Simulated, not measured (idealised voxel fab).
voxel tone inversion: a process module
Each square cell in cross-section cut measures 5 nm, and the section as a whole is 210 nm wide.
Cross-section, as written here: a square-cell grid given band by band from the top down, where a band holds one or more rows of cells. Basically the band line says how high the top is and how high the bottom is, in nm, and then what's in it from left to right, every material with its width in nm. Empty space shows up as "air", and if a single material carries "everywhere" it runs the full band edge to edge. Height is counted from the level 0, under which the received wafer is composed throughout of one material. The lowest of the bands is not closed at the bottom but continues downward, in the notation "0 and below". A width given as "30..40" starts at the first number in the band's top row and ends at the second number in its bottom row, shifting by an equal amount at every step from row to row. Where the words "nothing changed" appear for a step, the cross-section shows no cell changed by that step; every cell remained as before. "Fully sealed voids": empty spaces of 8 cells or more with no open way to the top, each given as width x height at distance, distance from the left edge, all in nm. Post-settings text on a step line: simulator's own remark regarding the step. Regarding "overlay nm": on a step with a mask, it is the distance the mask lay to the right of its planned place; a negative value places it to the left.
[Process steps - plan]
1,RECEIVE with material Si
2,CONFORMAL_DEP with material SiCN, thk nm 10
3,DIRECTIONAL_DEP with material polySi, thk nm 15
4,PATTERN with tone cover, mask id POSTS, material resist, width nm 15, pitch nm 35, thk nm 25, overlay nm 0
5,DIRECTIONAL_ETCH with etch materials polySi, depth nm 15
6,STRIP with etch materials resist
7,FILL_DEP with material lowk, thk nm 10
8,CMP with height nm 25
9,STRIP with etch materials polySi
10,CONFORMAL_DEP with material TiN, thk nm 5
11,FILL_DEP with material W, thk nm 5
12,CMP with height nm 25
13,CONFORMAL_DEP with material SiCN, thk nm 5
[Cross-sectional view of the wafer in its as-received condition, corresponding to the state after step 1]
> 0 and below: Si everywhere
> Fully sealed voids: none
[Result of the module, cross-sectioned: start per above, plan per above, one error in how it was run]
> 30 down to 15: SiCN everywhere
> 15 down to 0: polySi everywhere
> 0 and below: Si everywhere
> Fully sealed voids: none
Heads up, the wafer didn't run the way we planned it: contrary to the plan, steps 2 and 3 were processed in exchanged order
